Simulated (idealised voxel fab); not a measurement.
process module | voxel transistor to metal
cross-section cut | 300 nm wide | cells 5 nm
A cross-section is a grid of square cells, given in bands from the top down. A band is one or more rows of cells.
Each band's line starts with the height of the band's top and of its bottom, in nm. Then come its materials from left to right, each with its width in nm. One material with "throughout" fills the band from edge to edge. "air" is empty space.
Height 0 is the level under which the wafer as received is all one material. The lowest band goes on downwards, as in "0 down".
A width such as "30 to 40" changes by the same amount from each row of cells to the next, from the band's top row to its bottom row.
"no change" after a step means that no cell of the cross-section changed.
closed voids: empty space of 8 cells or more with no open way to the top, each as width x height at its distance from the left edge, in nm
after a step's settings: what the simulator itself notes on the step
overlay nm, on a step with a mask: how far to the right of its planned place the mask lay; to the left if negative
plan
1 op RECEIVE | material Si
2 op CONFORMAL_DEP | material SiO2 | thk nm 5
3 op CONFORMAL_DEP | material SiN | thk nm 10
4 op DIRECTIONAL_DEP | material aC | thk nm 15
5 op PATTERN | tone cover | mask id ACTIVE | material resist | width nm 95 | pitch nm 125 | thk nm 30 | overlay nm 0
6 op DIRECTIONAL_ETCH | etch materials aC | depth nm 15
7 op STRIP | etch materials resist
8 op DIRECTIONAL_ETCH | etch materials SiN | depth nm 10
9 op DIRECTIONAL_ETCH | etch materials SiO2 | depth nm 5
10 op DIRECTIONAL_ETCH | etch materials Si | depth nm 20
11 op STRIP | etch materials aC
12 op FILL_DEP | material SiO2 | thk nm 10
13 op CMP | height nm 15
14 op SELECTIVE_ETCH | etch materials SiO2 | depth nm 5
15 op STRIP | etch materials SiN
16 op SELECTIVE_ETCH | etch materials SiO2 | depth nm 5
17 op OXIDIZE | depth nm 5
18 op DIRECTIONAL_DEP | material polySi | thk nm 25
19 op DIRECTIONAL_DEP | material SiCN | thk nm 15
20 op DIRECTIONAL_DEP | material aC | thk nm 10
21 op PATTERN | tone cover | mask id GATE | material resist | width nm 15 | pitch nm 125 | thk nm 25 | overlay nm 0
22 op DIRECTIONAL_ETCH | etch materials aC | depth nm 10
23 op STRIP | etch materials resist
24 op DIRECTIONAL_ETCH | etch materials SiCN | depth nm 25
25 op DIRECTIONAL_ETCH | etch materials polySi | depth nm 35
26 op STRIP | etch materials aC
27 op CONFORMAL_DEP | material SiN | thk nm 5
28 op DIRECTIONAL_ETCH | etch materials SiN | depth nm 5
29 op DIRECTIONAL_ETCH | etch materials SiO2 | depth nm 5
30 op EPI | material nSi | thk nm 5
31 op FILL_DEP | material SiO2 | thk nm 10
32 op CMP | height nm 40
33 op DIRECTIONAL_DEP | material SiO2 | thk nm 15
34 op DIRECTIONAL_DEP | material aC | thk nm 15
35 op PATTERN | tone open | mask id CONTACT | material resist | width nm 15 | thk nm 35 | overlay nm 0
36 op DIRECTIONAL_ETCH | etch materials aC | depth nm 15
37 op STRIP | etch materials resist
38 op DIRECTIONAL_ETCH | etch materials SiO2 | depth nm 55
39 op STRIP | etch materials aC
40 op CONFORMAL_DEP | material TiN | thk nm 5
41 op FILL_DEP | material W | thk nm 5
42 op CMP | height nm 55
43 op DIRECTIONAL_DEP | material TiN | thk nm 5
44 op DIRECTIONAL_DEP | material W | thk nm 15
45 op DIRECTIONAL_DEP | material aC | thk nm 15
46 op PATTERN | tone cover | mask id METAL_1 | material resist | width nm 15 | thk nm 30 | overlay nm 0
47 op DIRECTIONAL_ETCH | etch materials aC | depth nm 15
48 op STRIP | etch materials resist
49 op DIRECTIONAL_ETCH | etch materials W | depth nm 15
50 op DIRECTIONAL_ETCH | etch materials TiN | depth nm 5
51 op STRIP | etch materials aC
52 op CONFORMAL_DEP | material SiN | thk nm 5
53 op FILL_DEP | material lowk | thk nm 5
54 op CMP | height nm 75
55 op CONFORMAL_DEP | material SiN | thk nm 5
as received, after step 1
  0 down: Si throughout
  closed voids: none
first wafer at the end, as planned
  80 to 75: SiN throughout
  75 to 60: lowk 45 | SiN 5 | W 15 | SiN 5 | lowk 35 | SiN 5 | W 15 | SiN 5 | lowk 40 | SiN 5 | W 15 | SiN 5 | lowk 35 | SiN 5 | W 15 | SiN 5 | lowk 45
  60 to 55: SiN 50 | TiN 15 | SiN 45 | TiN 15 | SiN 50 | TiN 15 | SiN 45 | TiN 15 | SiN 50
  55 to 40: SiO2 50 | TiN 5 | W 5 | TiN 5 | SiO2 45 | TiN 5 | W 5 | TiN 5 | SiO2 50 | TiN 5 | W 5 | TiN 5 | SiO2 45 | TiN 5 | W 5 | TiN 5 | SiO2 50
  40 to 25: SiO2 50 | TiN 5 | W 5 | TiN 5 | SiO2 10 | SiN 5 | SiCN 15 | SiN 5 | SiO2 10 | TiN 5 | W 5 | TiN 5 | SiO2 50 | TiN 5 | W 5 | TiN 5 | SiO2 10 | SiN 5 | SiCN 15 | SiN 5 | SiO2 10 | TiN 5 | W 5 | TiN 5 | SiO2 50
  25 to 5: SiO2 50 | TiN 5 | W 5 | TiN 5 | SiO2 10 | SiN 5 | polySi 15 | SiN 5 | SiO2 10 | TiN 5 | W 5 | TiN 5 | SiO2 50 | TiN 5 | W 5 | TiN 5 | SiO2 10 | SiN 5 | polySi 15 | SiN 5 | SiO2 10 | TiN 5 | W 5 | TiN 5 | SiO2 50
  5 to 0: SiO2 35 | SiN 5 | SiO2 10 | TiN 15 | SiO2 10 | SiN 5 | polySi 15 | SiN 5 | SiO2 10 | TiN 15 | SiO2 10 | SiN 5 | SiO2 20 | SiN 5 | SiO2 10 | TiN 15 | SiO2 10 | SiN 5 | polySi 15 | SiN 5 | SiO2 10 | TiN 15 | SiO2 10 | SiN 5 | SiO2 35
  0 to -5: SiO2 40 | nSi 35 | SiO2 25 | nSi 35 | SiO2 30 | nSi 35 | SiO2 25 | nSi 35 | SiO2 40
  -5 to -20: SiO2 40 | Si 95 | SiO2 30 | Si 95 | SiO2 40
  -20 down: Si throughout
  closed voids: none
second wafer at the end: like start, like plan, one mistake
  80 to 75: SiN throughout
  75 to 70: SiN 50 | TiN 15 | SiN 45 | TiN 15 | SiN 50 | TiN 15 | SiN 45 | TiN 15 | SiN 50
  70 to 55: W throughout
  55 to 40: SiO2 50 | TiN 5 | W 5 | TiN 5 | SiO2 45 | TiN 5 | W 5 | TiN 5 | SiO2 50 | TiN 5 | W 5 | TiN 5 | SiO2 45 | TiN 5 | W 5 | TiN 5 | SiO2 50
  40 to 25: SiO2 50 | TiN 5 | W 5 | TiN 5 | SiO2 10 | SiN 5 | SiCN 15 | SiN 5 | SiO2 10 | TiN 5 | W 5 | TiN 5 | SiO2 50 | TiN 5 | W 5 | TiN 5 | SiO2 10 | SiN 5 | SiCN 15 | SiN 5 | SiO2 10 | TiN 5 | W 5 | TiN 5 | SiO2 50
  25 to 5: SiO2 50 | TiN 5 | W 5 | TiN 5 | SiO2 10 | SiN 5 | polySi 15 | SiN 5 | SiO2 10 | TiN 5 | W 5 | TiN 5 | SiO2 50 | TiN 5 | W 5 | TiN 5 | SiO2 10 | SiN 5 | polySi 15 | SiN 5 | SiO2 10 | TiN 5 | W 5 | TiN 5 | SiO2 50
  5 to 0: SiO2 35 | SiN 5 | SiO2 10 | TiN 15 | SiO2 10 | SiN 5 | polySi 15 | SiN 5 | SiO2 10 | TiN 15 | SiO2 10 | SiN 5 | SiO2 20 | SiN 5 | SiO2 10 | TiN 15 | SiO2 10 | SiN 5 | polySi 15 | SiN 5 | SiO2 10 | TiN 15 | SiO2 10 | SiN 5 | SiO2 35
  0 to -5: SiO2 40 | nSi 35 | SiO2 25 | nSi 35 | SiO2 30 | nSi 35 | SiO2 25 | nSi 35 | SiO2 40
  -5 to -20: SiO2 40 | Si 95 | SiO2 30 | Si 95 | SiO2 40
  -20 down: Si throughout
  closed voids: none
what went wrong: steps 43 and 44 were swapped
at the end the second wafer has, in cells: 24 fewer of SiN | 144 more of W | 120 fewer of lowk
